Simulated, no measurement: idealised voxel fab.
Documented hereafter: the process module known as voxel self aligned vias.
This is section cut - it's 170 nm across, gridded in 5 nm square cells.
Bands, listed from the top down, are how a cross-section gets written in this document; the cross-section itself is a grid of square cells, and a band is one or more rows of them. Heights first: top, then bottom, in nm. Then materials, left to right, each with a width in nm. "everywhere" on a single material: fills the band edge to edge. "empty": empty space. Height is counted from the level 0, under which the received wafer is composed throughout of one material. The lowest of the bands is not closed at the bottom but continues downward, in the notation "top 0, no bottom". The two numbers in a width such as "30->40" mark its ends across the band: the first belongs to the top row of cells, the second to the bottom row, and from each row to the next the width moves by the same amount. Reading "left unchanged" for a step: not a cell of the cross-section changed in it. Reported under the label "Entrapped void list" are the empty spaces having no open way to the top and comprising 8 cells or more; the notation for each is width x height at distance, in which the distance is measured from the left edge and all three values are in nm. On each step's line, the part that comes after the settings is the simulator's own comment on the step. "overlay nm" answers the question of how far to the right of plan the mask lay on a step that has a mask, and when it is negative the answer is to the left.
So here's the lineup of process steps we planned:
1 RECEIVE (material Si)
2 CONFORMAL_DEP (material SiO2; thk nm 15)
3 CONFORMAL_DEP (material SiCN; thk nm 5)
4 DIRECTIONAL_DEP (material lowk; thk nm 30)
5 MASKED_ETCH (tone open; mask id LINES; width nm 20; pitch nm 50; etch materials lowk; depth nm 30; overlay nm 0)
6 CONFORMAL_DEP (material TiN; thk nm 5)
7 FILL_DEP (material Ru; thk nm 10)
8 CMP (height nm 50)
9 SELECTIVE_ETCH (etch materials W Ru TiN; depth nm 5)
10 FILL_DEP (material SiN; thk nm 10)
11 CMP (height nm 50)
12 DIRECTIONAL_DEP (material lowk; thk nm 15)
13 MASKED_ETCH (tone open; mask id VIAS; width nm 30; pitch nm 50; etch materials lowk; depth nm 15; overlay nm 0)
14 MASKED_ETCH (tone open; mask id VIAS; width nm 30; pitch nm 50; etch materials SiN; depth nm 5; overlay nm 0)
15 CONFORMAL_DEP (material TiN; thk nm 5)
16 FILL_DEP (material Cu; thk nm 5)
17 CMP (height nm 65)
18 CONFORMAL_DEP (material SiN; thk nm 5)
The first of the two wafers, which ran as planned:
As received, after step 1:
    top 0, no bottom: Si everywhere
    Entrapped void list: none
The following cross-section depicts the wafer upon completion of step 2:
    top 15, bottom 0: SiO2 everywhere
    Under the height 0 nothing was changed.
The following cross-section depicts the wafer upon completion of step 3:
    top 20, bottom 15: SiCN everywhere
    Under the height 15 nothing was changed.
The following cross-section depicts the wafer upon completion of step 4:
    top 50, bottom 20: lowk everywhere
    Under the height 20 nothing was changed.
The following cross-section depicts the wafer upon completion of step 5:
    top 50, bottom 20: 50 nm lowk | 20 nm empty | 30 nm lowk | 20 nm empty | 50 nm lowk
    Under the height 20 nothing was changed.
The following cross-section depicts the wafer upon completion of step 6:
    top 55, bottom 50: 55 nm TiN | 10 nm empty | 40 nm TiN | 10 nm empty | 55 nm TiN
    top 50, bottom 25: 50 nm lowk | 5 nm TiN | 10 nm empty | 5 nm TiN | 30 nm lowk | 5 nm TiN | 10 nm empty | 5 nm TiN | 50 nm lowk
    top 25, bottom 20: 50 nm lowk | 20 nm TiN | 30 nm lowk | 20 nm TiN | 50 nm lowk
    Under the height 20 nothing was changed.
The following cross-section depicts the wafer upon completion of step 7:
    top 65, bottom 55: Ru everywhere
    top 55, bottom 50: 55 nm TiN | 10 nm Ru | 40 nm TiN | 10 nm Ru | 55 nm TiN
    top 50, bottom 25: 50 nm lowk | 5 nm TiN | 10 nm Ru | 5 nm TiN | 30 nm lowk | 5 nm TiN | 10 nm Ru | 5 nm TiN | 50 nm lowk
    Under the height 25 nothing was changed.
The following cross-section depicts the wafer upon completion of step 8:
    top 50, bottom 25: 50 nm lowk | 5 nm TiN | 10 nm Ru | 5 nm TiN | 30 nm lowk | 5 nm TiN | 10 nm Ru | 5 nm TiN | 50 nm lowk
    Under the height 25 nothing was changed.
The following cross-section depicts the wafer upon completion of step 9:
    top 50, bottom 45: 50 nm lowk | 20 nm empty | 30 nm lowk | 20 nm empty | 50 nm lowk
    Under the height 45 nothing was changed.
The following cross-section depicts the wafer upon completion of step 10:
    top 60, bottom 50: SiN everywhere
    top 50, bottom 45: 50 nm lowk | 20 nm SiN | 30 nm lowk | 20 nm SiN | 50 nm lowk
    Under the height 45 nothing was changed.
The following cross-section depicts the wafer upon completion of step 11:
    top 50, bottom 45: 50 nm lowk | 20 nm SiN | 30 nm lowk | 20 nm SiN | 50 nm lowk
    Under the height 45 nothing was changed.
The following cross-section depicts the wafer upon completion of step 12:
    top 65, bottom 50: lowk everywhere
    Under the height 50 nothing was changed.
The following cross-section depicts the wafer upon completion of step 13:
    top 65, bottom 50: 45 nm lowk | 30 nm empty | 20 nm lowk | 30 nm empty | 45 nm lowk
    Under the height 50 nothing was changed.
The following cross-section depicts the wafer upon completion of step 14:
    top 65, bottom 50: 45 nm lowk | 30 nm empty | 20 nm lowk | 30 nm empty | 45 nm lowk
    top 50, bottom 45: 50 nm lowk | 20 nm empty | 30 nm lowk | 20 nm empty | 50 nm lowk
    Under the height 45 nothing was changed.
The following cross-section depicts the wafer upon completion of step 15:
    top 70, bottom 65: 50 nm TiN | 20 nm empty | 30 nm TiN | 20 nm empty | 50 nm TiN
    top 65, bottom 55: 45 nm lowk | 5 nm TiN | 20 nm empty | 5 nm TiN | 20 nm lowk | 5 nm TiN | 20 nm empty | 5 nm TiN | 45 nm lowk
    top 55, bottom 50: 45 nm lowk | 10 nm TiN | 10 nm empty | 10 nm TiN | 20 nm lowk | 10 nm TiN | 10 nm empty | 10 nm TiN | 45 nm lowk
    top 50, bottom 45: 50 nm lowk | 20 nm TiN | 30 nm lowk | 20 nm TiN | 50 nm lowk
    Under the height 45 nothing was changed.
The following cross-section depicts the wafer upon completion of step 16:
    top 75, bottom 70: Cu everywhere
    top 70, bottom 65: 50 nm TiN | 20 nm Cu | 30 nm TiN | 20 nm Cu | 50 nm TiN
    top 65, bottom 55: 45 nm lowk | 5 nm TiN | 20 nm Cu | 5 nm TiN | 20 nm lowk | 5 nm TiN | 20 nm Cu | 5 nm TiN | 45 nm lowk
    top 55, bottom 50: 45 nm lowk | 10 nm TiN | 10 nm Cu | 10 nm TiN | 20 nm lowk | 10 nm TiN | 10 nm Cu | 10 nm TiN | 45 nm lowk
    Under the height 50 nothing was changed.
The following cross-section depicts the wafer upon completion of step 17:
    top 65, bottom 55: 45 nm lowk | 5 nm TiN | 20 nm Cu | 5 nm TiN | 20 nm lowk | 5 nm TiN | 20 nm Cu | 5 nm TiN | 45 nm lowk
    Under the height 55 nothing was changed.
The following cross-section depicts the wafer upon completion of step 18:
    top 70, bottom 65: SiN everywhere
    Under the height 65 nothing was changed.
Wafer two. Identical start, identical plan. One mistake in execution. Identical history through step 2:
Second wafer at the planned finish of step 3, seen in cross-section: left unchanged
Second wafer at the planned finish of step 4, seen in cross-section:
    top 45, bottom 15: lowk everywhere
    Under the height 15 nothing was changed.
Second wafer at the planned finish of step 5, seen in cross-section:
    top 45, bottom 15: 50 nm lowk | 20 nm empty | 30 nm lowk | 20 nm empty | 50 nm lowk
    Under the height 15 nothing was changed.
Second wafer at the planned finish of step 6, seen in cross-section:
    top 50, bottom 45: 55 nm TiN | 10 nm empty | 40 nm TiN | 10 nm empty | 55 nm TiN
    top 45, bottom 20: 50 nm lowk | 5 nm TiN | 10 nm empty | 5 nm TiN | 30 nm lowk | 5 nm TiN | 10 nm empty | 5 nm TiN | 50 nm lowk
    top 20, bottom 15: 50 nm lowk | 20 nm TiN | 30 nm lowk | 20 nm TiN | 50 nm lowk
    Under the height 15 nothing was changed.
Second wafer at the planned finish of step 7, seen in cross-section:
    top 60, bottom 50: Ru everywhere
    top 50, bottom 45: 55 nm TiN | 10 nm Ru | 40 nm TiN | 10 nm Ru | 55 nm TiN
    top 45, bottom 20: 50 nm lowk | 5 nm TiN | 10 nm Ru | 5 nm TiN | 30 nm lowk | 5 nm TiN | 10 nm Ru | 5 nm TiN | 50 nm lowk
    Under the height 20 nothing was changed.
Second wafer at the planned finish of step 8, seen in cross-section:
    top 50, bottom 45: 55 nm TiN | 10 nm Ru | 40 nm TiN | 10 nm Ru | 55 nm TiN
    Under the height 45 nothing was changed.
Second wafer at the planned finish of step 9, seen in cross-section:
    top 45, bottom 20: 50 nm lowk | 5 nm TiN | 10 nm Ru | 5 nm TiN | 30 nm lowk | 5 nm TiN | 10 nm Ru | 5 nm TiN | 50 nm lowk
    Under the height 20 nothing was changed.
Second wafer at the planned finish of step 10, seen in cross-section:
    top 55, bottom 45: SiN everywhere
    Under the height 45 nothing was changed.
Second wafer at the planned finish of step 11, seen in cross-section:
    top 50, bottom 45: SiN everywhere
    Under the height 45 nothing was changed.
Second wafer at the planned finish of step 12, seen in cross-section:
    top 65, bottom 50: lowk everywhere
    Under the height 50 nothing was changed.
Second wafer at the planned finish of step 13, seen in cross-section:
    top 65, bottom 50: 45 nm lowk | 30 nm empty | 20 nm lowk | 30 nm empty | 45 nm lowk
    Under the height 50 nothing was changed.
Second wafer at the planned finish of step 14, seen in cross-section:
    top 65, bottom 50: 45 nm lowk | 30 nm empty | 20 nm lowk | 30 nm empty | 45 nm lowk
    top 50, bottom 45: 45 nm SiN | 30 nm empty | 20 nm SiN | 30 nm empty | 45 nm SiN
    Under the height 45 nothing was changed.
Second wafer at the planned finish of step 15, seen in cross-section:
    top 70, bottom 65: 50 nm TiN | 20 nm empty | 30 nm TiN | 20 nm empty | 50 nm TiN
    top 65, bottom 50: 45 nm lowk | 5 nm TiN | 20 nm empty | 5 nm TiN | 20 nm lowk | 5 nm TiN | 20 nm empty | 5 nm TiN | 45 nm lowk
    top 50, bottom 45: 45 nm SiN | 30 nm TiN | 20 nm SiN | 30 nm TiN | 45 nm SiN
    Under the height 45 nothing was changed.
Second wafer at the planned finish of step 16, seen in cross-section:
    top 75, bottom 70: Cu everywhere
    top 70, bottom 65: 50 nm TiN | 20 nm Cu | 30 nm TiN | 20 nm Cu | 50 nm TiN
    top 65, bottom 50: 45 nm lowk | 5 nm TiN | 20 nm Cu | 5 nm TiN | 20 nm lowk | 5 nm TiN | 20 nm Cu | 5 nm TiN | 45 nm lowk
    Under the height 50 nothing was changed.
Second wafer at the planned finish of step 17, seen in cross-section:
    top 65, bottom 50: 45 nm lowk | 5 nm TiN | 20 nm Cu | 5 nm TiN | 20 nm lowk | 5 nm TiN | 20 nm Cu | 5 nm TiN | 45 nm lowk
    Under the height 50 nothing was changed.
Second wafer at the planned finish of step 18, seen in cross-section:
    top 70, bottom 65: SiN everywhere
    Under the height 65 nothing was changed.
The plan and the run diverged here: step 3 was dropped from the plan's execution and never run
It is noted that, at the conclusion of processing, the second wafer exhibits a higher or lower cell count for certain materials relative to the first: +4 Cu, +4 Ru, -34 SiCN, +22 SiN, +4 TiN
